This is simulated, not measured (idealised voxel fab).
Documented hereafter: the process module known as voxel trench capacitor.
cross-section cut | 160 nm wide | cells 5 nm
Format of a cross-section: grid, square cells. Given as bands. Order: top down. Band: one or more rows of cells.
The band entry comprises the height of the band's top followed by the height of its bottom, expressed in nm, and subsequently the band's materials from left to right, each stated together with its width in nm. Where a single material is marked with the word "full width", that material fills the band from edge to edge. The word "empty" represents empty space.
The reference from which all heights are counted is 0, the level beneath which the as-received wafer is entirely one material; the lowest band, having no lower bound, proceeds downward and is written after the example "0 nm and below".
Think of "30->40" as a width that walks from the first number to the second as you go down the band, top row to bottom row, taking equal-sized steps from row to row.
A step reported as "stayed the same" is a step in which no cell of the cross-section changed.
Any empty space of 8 cells or more lacking an open way to the top shows up in "Closed void register" as width x height at distance, distance from the left edge, in nm.
Post-settings text on a step line: simulator's own remark regarding the step.
When a step includes a mask, the "overlay nm" setting on its line states how far to the right of its planned place that mask lay, and negative values state how far to the left.

# Process steps (planned)
1) RECEIVE | material Si
2) CONFORMAL_DEP | material SiN | thk nm 5
3) PATTERN | tone open | mask id TRENCH | material resist | width nm 30 | pitch nm 50 | thk nm 20 | overlay nm 0
4) DIRECTIONAL_ETCH | etch materials SiN | depth nm 5
5) DIRECTIONAL_ETCH | etch materials Si | depth nm 25
6) STRIP | etch materials resist
7) CONFORMAL_DEP | material Al2O3 | thk nm 5
8) CONFORMAL_DEP | material TiN | thk nm 5
9) FILL_DEP | material W | thk nm 10
10) CMP | height nm 5

# Wafer as received: cross-section following step 1
* 0 nm and below  Si full width
* Closed void register: none

# Cross-section, end of module. Start: as above. Plan: as above. Execution: one mistake
* 5 nm to 0 nm  SiN: 20 / Al2O3: 5 / TiN: 10 / Al2O3: 5 / SiN: 30 / Al2O3: 5 / TiN: 10 / Al2O3: 5 / SiN: 30 / Al2O3: 5 / TiN: 10 / Al2O3: 5 / SiN: 20
* 0 nm to -20 nm  Si: 20 / Al2O3: 5 / TiN: 10 / Al2O3: 5 / Si: 30 / Al2O3: 5 / TiN: 10 / Al2O3: 5 / Si: 30 / Al2O3: 5 / TiN: 10 / Al2O3: 5 / Si: 20
* -20 nm to -25 nm  Si: 20 / Al2O3: 20 / Si: 30 / Al2O3: 20 / Si: 30 / Al2O3: 20 / Si: 20
* -25 nm and below  Si full width
* Closed void register: none
It is concluded that the wafer was processed incorrectly with respect to the plan, in that step 3 went in with a setting other than planned; the actual run was PATTERN | tone open | mask id TRENCH | material resist | width nm 20 | pitch nm 50 | thk nm 20 | overlay nm 0
